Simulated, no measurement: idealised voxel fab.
process module | voxel capacitor over wiring
cross-section cut | 280 nm wide | cells 5 nm
A cross-section is a grid of square cells, given in bands from the top down. A band is one or more rows of cells.
Each band's line starts with the height of the band's top and of its bottom, in nm. Then come its materials from left to right, each with its width in nm. One material with "throughout" fills the band from edge to edge. "air" is empty space.
Height 0 is the level under which the wafer as received is all one material. The lowest band goes on downwards, as in "0 down".
A width such as "30 to 40" changes by the same amount from each row of cells to the next, from the band's top row to its bottom row.
"no change" after a step means that no cell of the cross-section changed.
closed voids: empty space of 8 cells or more with no open way to the top, each as width x height at its distance from the left edge, in nm
after a step's settings: what the simulator itself notes on the step
overlay nm, on a step with a mask: how far to the right of its planned place the mask lay; to the left if negative
plan
1 op RECEIVE | material Si
2 op CONFORMAL_DEP | material SiO2 | thk nm 10
3 op CONFORMAL_DEP | material SiCN | thk nm 5
4 op DIRECTIONAL_DEP | material lowk | thk nm 25
5 op PATTERN | tone open | mask id METAL_1 | material resist | width nm 25 | pitch nm 90 | thk nm 15 | overlay nm 0
6 op DIRECTIONAL_ETCH | etch materials lowk | depth nm 25
7 op DIRECTIONAL_ETCH | etch materials SiCN | depth nm 5
8 op STRIP | etch materials resist
9 op CONFORMAL_DEP | material TiN | thk nm 5
10 op FILL_DEP | material Cu | thk nm 10
11 op CMP | height nm 40
12 op CONFORMAL_DEP | material SiCN | thk nm 5
13 op DIRECTIONAL_DEP | material SiO2 | thk nm 15
14 op DIRECTIONAL_DEP | material aC | thk nm 10
15 op PATTERN | tone open | mask id PLUG_1 | material resist | width nm 15 | thk nm 30 | overlay nm 0
16 op DIRECTIONAL_ETCH | etch materials aC | depth nm 10
17 op STRIP | etch materials resist
18 op DIRECTIONAL_ETCH | etch materials SiO2 | depth nm 15
19 op DIRECTIONAL_ETCH | etch materials SiCN | depth nm 5
20 op STRIP | etch materials aC
21 op EPI | material Ru | thk nm 10
22 op EPI | material Ru | thk nm 10
23 op DIRECTIONAL_DEP | material TiN | thk nm 10
24 op DIRECTIONAL_DEP | material HfO2 | thk nm 5
25 op DIRECTIONAL_DEP | material TiN | thk nm 10
26 op MASKED_ETCH | tone cover | mask id UPPER_PLATE | width nm 70 | etch materials TiN | depth nm 10 | overlay nm 0
27 op MASKED_ETCH | tone cover | mask id UPPER_PLATE | width nm 70 | etch materials HfO2 | depth nm 5 | overlay nm -15
28 op MASKED_ETCH | tone cover | mask id LOWER_PLATE | width nm 80 | etch materials TiN | depth nm 10 | overlay nm 0
29 op FILL_DEP | material SiO2 | thk nm 20
30 op CMP | height nm 100
31 op PATTERN | tone open | mask id PLUG_2 | material resist | width nm 15 | thk nm 20 | overlay nm 0
32 op DIRECTIONAL_ETCH | etch materials SiO2 | depth nm 15
33 op STRIP | etch materials resist
34 op CONFORMAL_DEP | material TiN | thk nm 5
35 op FILL_DEP | material Ru | thk nm 5
36 op CMP | height nm 100
37 op CONFORMAL_DEP | material SiN | thk nm 5
varied across the wafers: overlay nm of step 27. The plan shows the first wafer's value. All wafers start alike
first wafer as received, after step 1
  0 down: Si throughout
  closed voids: none
first wafer at the end, after step 37
  105 to 100: SiN throughout
  100 to 90: SiO2 100 | TiN 5 | Ru 5 | TiN 5 | SiO2 165
  90 to 85: SiO2 100 | TiN 15 | SiO2 165
  85 to 75: SiO2 90 | TiN 70 | SiO2 120
  75 to 70: SiO2 75 | HfO2 85 | SiO2 120
  70 to 60: SiO2 75 | TiN 90 | SiO2 115
  60 to 45: SiO2 90 | Ru 15 | SiO2 175
  45 to 40: SiCN 90 | Ru 15 | SiCN 175
  40 to 15: lowk 80 | TiN 5 | Cu 15 | TiN 5 | lowk 65 | TiN 5 | Cu 15 | TiN 5 | lowk 85
  15 to 10: SiCN 80 | TiN 25 | SiCN 65 | TiN 25 | SiCN 85
  10 to 0: SiO2 throughout
  0 down: Si throughout
  closed voids: none
last wafer at the end
  105 to 100: SiN throughout
  100 to 90: SiO2 100 | TiN 5 | Ru 5 | TiN 5 | SiO2 165
  90 to 85: SiO2 100 | TiN 15 | SiO2 165
  85 to 75: SiO2 90 | TiN 70 | SiO2 120
  75 to 70: SiO2 90 | HfO2 85 | SiO2 105
  70 to 60: SiO2 85 | TiN 90 | SiO2 105
  60 to 45: SiO2 90 | Ru 15 | SiO2 175
  45 to 40: SiCN 90 | Ru 15 | SiCN 175
  40 to 15: lowk 80 | TiN 5 | Cu 15 | TiN 5 | lowk 65 | TiN 5 | Cu 15 | TiN 5 | lowk 85
  15 to 10: SiCN 80 | TiN 25 | SiCN 65 | TiN 25 | SiCN 85
  10 to 0: SiO2 throughout
  0 down: Si throughout
  closed voids: none
each wafer at the end: cells of each material gained (+) or lost (-) since it was received, then its closed voids
overlay nm -15 | +30 Cu | +17 HfO2 | +14 Ru | +99 SiCN | +56 SiN | +629 SiO2 | +101 TiN | +230 lowk | closed voids: none
overlay nm -10 | +30 Cu | +16 HfO2 | +14 Ru | +99 SiCN | +56 SiN | +632 SiO2 | +99 TiN | +230 lowk | closed voids: none
overlay nm -5 | +30 Cu | +15 HfO2 | +14 Ru | +99 SiCN | +56 SiN | +635 SiO2 | +97 TiN | +230 lowk | closed voids: none
overlay nm 0 | +30 Cu | +14 HfO2 | +14 Ru | +99 SiCN | +56 SiN | +636 SiO2 | +97 TiN | +230 lowk | closed voids: none
overlay nm 5 | +30 Cu | +15 HfO2 | +14 Ru | +99 SiCN | +56 SiN | +635 SiO2 | +97 TiN | +230 lowk | closed voids: none
overlay nm 10 | +30 Cu | +16 HfO2 | +14 Ru | +99 SiCN | +56 SiN | +632 SiO2 | +99 TiN | +230 lowk | closed voids: none
overlay nm 15 | +30 Cu | +17 HfO2 | +14 Ru | +99 SiCN | +56 SiN | +629 SiO2 | +101 TiN | +230 lowk | closed voids: none
